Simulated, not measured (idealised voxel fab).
Process module under the name voxel ribs on slabs
The cross-section shown here is cut; it is 185 nm wide and divided into square cells measuring 5 nm on a side.
Just so we're on the same page, the cross-sections are grids of square cells, and they're listed out in bands top to bottom, each band one or more rows deep.
Read a band's entry like this: the first values are the height of its top and the height of its bottom in nm, and what follows is the sequence of materials from left to right, each with its width in nm. Note that "empty" is empty space, and that a single material marked "full width" reaches across the band from edge to edge.
Heights from 0 (as-received wafer is one material below). Bottom band endless downward, as "0..down".
A width such as "30->40" changes by the same amount from each row of cells to the next, from the band's top row to its bottom row.
You'll sometimes find "no alterations made" written for a step, and that's the way of saying that nowhere in the cross-section did a cell change during that step.
Under "Internal closed voids" you'll find the enclosed gaps, the ones with no way out to the top, that are 8 cells or bigger; each reads width x height at distance, with distance counted from the left edge, everything in nm.
It should be noted that, on the line of a given step, the content following the step's settings is a remark produced by the simulator itself with respect to that step.
Regarding "overlay nm": on a step with a mask, it is the distance the mask lay to the right of its planned place; a negative value places it to the left.

Planned step list for the process:
1,RECEIVE,material Si
2,DIRECTIONAL_DEP,material SiO2,thk nm 20
3,DIRECTIONAL_DEP,material polySi,thk nm 15
4,MASKED_ETCH,tone cover,mask id RIB,width nm 15,etch materials polySi,depth nm 5,overlay nm 0
5,MASKED_ETCH,tone cover,mask id SLAB,width nm 55,etch materials polySi,depth nm 10,overlay nm 0
6,FILL_DEP,material SiO2,thk nm 20
7,CMP,height nm 45
8,DIRECTIONAL_DEP,material TiN,thk nm 5
9,DIRECTIONAL_DEP,material aC,thk nm 10
10,PATTERN,tone cover,mask id HEATER,material resist,width nm 25,thk nm 30,overlay nm 0
11,DIRECTIONAL_ETCH,etch materials aC,depth nm 10
12,STRIP,etch materials resist
13,DIRECTIONAL_ETCH,etch materials TiN,depth nm 5
14,STRIP,etch materials aC
15,CONFORMAL_DEP,material SiN,thk nm 5

Incoming wafer, cross-sectional view, post step 1:
	0..down  Si full width
	Internal closed voids: none

The first of two wafers, cross-sectioned at the end of the module, with the run proceeding as planned:
	55..50  empty=75 / SiN=35 / empty=75
	50..45  SiN=80 / TiN=25 / SiN=80
	45..35  SiO2 full width
	35..30  SiO2=85 / polySi=15 / SiO2=85
	30..20  SiO2=65 / polySi=55 / SiO2=65
	20..0  SiO2 full width
	0..down  Si full width
	Internal closed voids: none

Here's the second of our two wafers sectioned at module end. Same start as the first, same plan, but one mistake got made running it:
	50..45  empty=80 / TiN=25 / empty=80
	45..35  SiO2 full width
	35..30  SiO2=85 / polySi=15 / SiO2=85
	30..20  SiO2=65 / polySi=55 / SiO2=65
	20..0  SiO2 full width
	0..down  Si full width
	Internal closed voids: none
Against the plan, the run slipped here: step 15 of the plan got skipped, so it never ran
Once processing is complete, comparing cell counts shows that the second wafer has more or fewer of certain materials than the first: SiN: 39 fewer
